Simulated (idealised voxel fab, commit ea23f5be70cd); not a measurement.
process module | voxel double patterning
cross-section cut | 265 nm wide | cells 5 nm
A cross-section is a grid of square cells, given in bands from the top down. A band is one or more rows of cells.
Each band's line starts with the height of the band's top and of its bottom, in nm. Then come its materials from left to right, each with its width in nm. One material with "throughout" fills the band from edge to edge. "air" is empty space.
Height 0 is the level under which the wafer as received is all one material. The lowest band goes on downwards, as in "0 down".
A width such as "30 to 40" changes by the same amount from each row of cells to the next, from the band's top row to its bottom row.
"no change" after a step means that no cell of the cross-section changed.
closed voids: empty space of 8 cells or more with no open way to the top, each as width x height at its distance from the left edge, in nm
after a step's settings: what the simulator itself notes on the step
overlay nm, on a step with a mask: how far to the right of its planned place the mask lay; to the left if negative
plan
1 op RECEIVE | material Si
2 op CONFORMAL_DEP | material SiO2 | thk nm 5
3 op DIRECTIONAL_DEP | material W | thk nm 15
4 op DIRECTIONAL_DEP | material SiCN | thk nm 10
5 op PATTERN | tone open | mask id FIRST | material resist | width nm 15 | pitch nm 50 | thk nm 20 | overlay nm 0
6 op DIRECTIONAL_ETCH | etch materials SiCN | depth nm 10
7 op STRIP | etch materials resist
8 op MASKED_ETCH | tone open | mask id SECOND | width nm 15 | pitch nm 50 | etch materials SiCN | depth nm 10 | overlay nm 0
9 op DIRECTIONAL_ETCH | etch materials W | depth nm 15
10 op STRIP | etch materials SiCN
first wafer, as planned
as received, after step 1
  0 down: Si throughout
  closed voids: none
after step 2
  5 to 0: SiO2 throughout
  below 0: unchanged
after step 3
  20 to 5: W throughout
  below 5: unchanged
after step 4
  30 to 20: SiCN throughout
  below 20: unchanged
after step 5
  50 to 30: resist 75 | air 15 | resist 35 | air 15 | resist 35 | air 15 | resist 75
  below 30: unchanged
after step 6
  50 to 30: resist 75 | air 15 | resist 35 | air 15 | resist 35 | air 15 | resist 75
  30 to 20: SiCN 75 | air 15 | SiCN 35 | air 15 | SiCN 35 | air 15 | SiCN 75
  below 20: unchanged
after step 7
  30 to 20: SiCN 75 | air 15 | SiCN 35 | air 15 | SiCN 35 | air 15 | SiCN 75
  below 20: unchanged
after step 8
  30 to 20: SiCN 75 | air 15 | SiCN 10 | air 15 | SiCN 10 | air 15 | SiCN 10 | air 15 | SiCN 10 | air 15 | SiCN 75
  below 20: unchanged
after step 9
  30 to 20: SiCN 75 | air 15 | SiCN 10 | air 15 | SiCN 10 | air 15 | SiCN 10 | air 15 | SiCN 10 | air 15 | SiCN 75
  20 to 5: W 75 | air 15 | W 10 | air 15 | W 10 | air 15 | W 10 | air 15 | W 10 | air 15 | W 75
  below 5: unchanged
after step 10
  20 to 5: W 75 | air 15 | W 10 | air 15 | W 10 | air 15 | W 10 | air 15 | W 10 | air 15 | W 75
  below 5: unchanged
second wafer: like start, like plan, one mistake. Through step 2 it matches the first wafer
when step 3 should have ended
  35 to 5: W throughout
  below 5: unchanged
when step 4 should have ended
  45 to 35: SiCN throughout
  below 35: unchanged
when step 5 should have ended
  65 to 45: resist 75 | air 15 | resist 35 | air 15 | resist 35 | air 15 | resist 75
  below 45: unchanged
when step 6 should have ended
  65 to 45: resist 75 | air 15 | resist 35 | air 15 | resist 35 | air 15 | resist 75
  45 to 35: SiCN 75 | air 15 | SiCN 35 | air 15 | SiCN 35 | air 15 | SiCN 75
  below 35: unchanged
when step 7 should have ended
  45 to 35: SiCN 75 | air 15 | SiCN 35 | air 15 | SiCN 35 | air 15 | SiCN 75
  below 35: unchanged
when step 8 should have ended
  45 to 35: SiCN 75 | air 15 | SiCN 10 | air 15 | SiCN 10 | air 15 | SiCN 10 | air 15 | SiCN 10 | air 15 | SiCN 75
  below 35: unchanged
when step 9 should have ended
  45 to 35: SiCN 75 | air 15 | SiCN 10 | air 15 | SiCN 10 | air 15 | SiCN 10 | air 15 | SiCN 10 | air 15 | SiCN 75
  35 to 20: W 75 | air 15 | W 10 | air 15 | W 10 | air 15 | W 10 | air 15 | W 10 | air 15 | W 75
  below 20: unchanged
when step 10 should have ended
  35 to 20: W 75 | air 15 | W 10 | air 15 | W 10 | air 15 | W 10 | air 15 | W 10 | air 15 | W 75
  below 20: unchanged
what went wrong: step 3 was run twice
at the end the second wafer has, in cells: 159 more of W
